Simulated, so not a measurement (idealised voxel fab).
Proc. module: voxel gate over fins
Displayed cross-section: cut, width of 245 nm, square cells sized 5 nm.
Reading order for cross-sections: top band down to bottom band. Underlying form: a grid of square cells. Band size: one or more rows of cells.
A band entry consists of two parts. The first gives the height of the band's top and the height of its bottom, in nm. The rest lists the band's materials from left to right, each with its width in nm. A single material labelled with the word "edge to edge" fills the band from edge to edge, and the word "blank" marks empty space.
Heights are measured from 0, the level below which the as-received wafer is all one material; the lowest band has no bottom and continues downward, written as in "z 0 and below".
The width entry "30..40" should be interpreted row by row: the top row of cells in the band takes the first number, the bottom row takes the second number, and the change between adjacent rows is uniform throughout.
"remained the same" -> step changed no cross-section cell.
Under "Non-vented voids" you'll find the enclosed gaps, the ones with no way out to the top, that are 8 cells or bigger; each reads width x height at distance, with distance counted from the left edge, everything in nm.
Where a step's line continues beyond its settings, the continuation is a remark by the simulator itself on that step.
overlay nm: right-of-plan distance of the mask on a masked step; negative values mean left-of-plan.

### These are the steps we planned for the process
1) RECEIVE: material Si
2) CONFORMAL_DEP: material SiN, thk nm 5
3) MASKED_ETCH: tone cover, mask id FINS, width nm 15, pitch nm 55, etch materials SiN, depth nm 5, overlay nm 0
4) MASKED_ETCH: tone cover, mask id FINS, width nm 15, pitch nm 55, etch materials Si, depth nm 30, overlay nm 0
5) OXIDIZE: depth nm 5
6) FILL_DEP: material SiO2, thk nm 15
7) CMP: height nm 5
8) PATTERN: tone open, mask id RAIL, material resist, width nm 15, thk nm 20, overlay nm 0
9) DIRECTIONAL_ETCH: etch materials SiO2, depth nm 30
10) STRIP: etch materials resist
11) CONFORMAL_DEP: material TiN, thk nm 5
12) FILL_DEP: material W, thk nm 5
13) CMP: height nm 5
14) SELECTIVE_ETCH: etch materials W Ru TiN, depth nm 25
15) FILL_DEP: material SiO2, thk nm 5
16) CMP: height nm 5
17) SELECTIVE_ETCH: etch materials SiO2, depth nm 20
18) STRIP: etch materials SiN
19) CONFORMAL_DEP: material HfO2, thk nm 5
20) CONFORMAL_DEP: material TiN, thk nm 5
21) FILL_DEP: material W, thk nm 10
22) CMP: height nm 15
23) CONFORMAL_DEP: material SiN, thk nm 5

### As received (post step 1): cross-section
> z 0 and below  Si edge to edge
> Non-vented voids: none

### Cross-sectional result after module completion. Note: starting condition and plan are unchanged from above; one processing mistake was made
> z 20 to 15  SiN edge to edge
> z 15 to 10  W edge to edge
> z 10 to 5  TiN=35; W=5; TiN=50; W=5; TiN=50; W=5; TiN=50; W=5; TiN=40
> z 5 to 0  HfO2=30; TiN=15; HfO2=40; TiN=15; HfO2=40; TiN=15; HfO2=40; TiN=15; HfO2=35
> z 0 to -5  Si=25; HfO2=25; Si=30; HfO2=25; Si=30; HfO2=25; Si=30; HfO2=25; Si=30
> z -5 and below  Si edge to edge
> Non-vented voids: none
Against the plan, the run slipped here: step 3 changed vs plan, executed as MASKED_ETCH: tone open, mask id FINS, width nm 15, pitch nm 55, etch materials SiN, depth nm 5, overlay nm 0
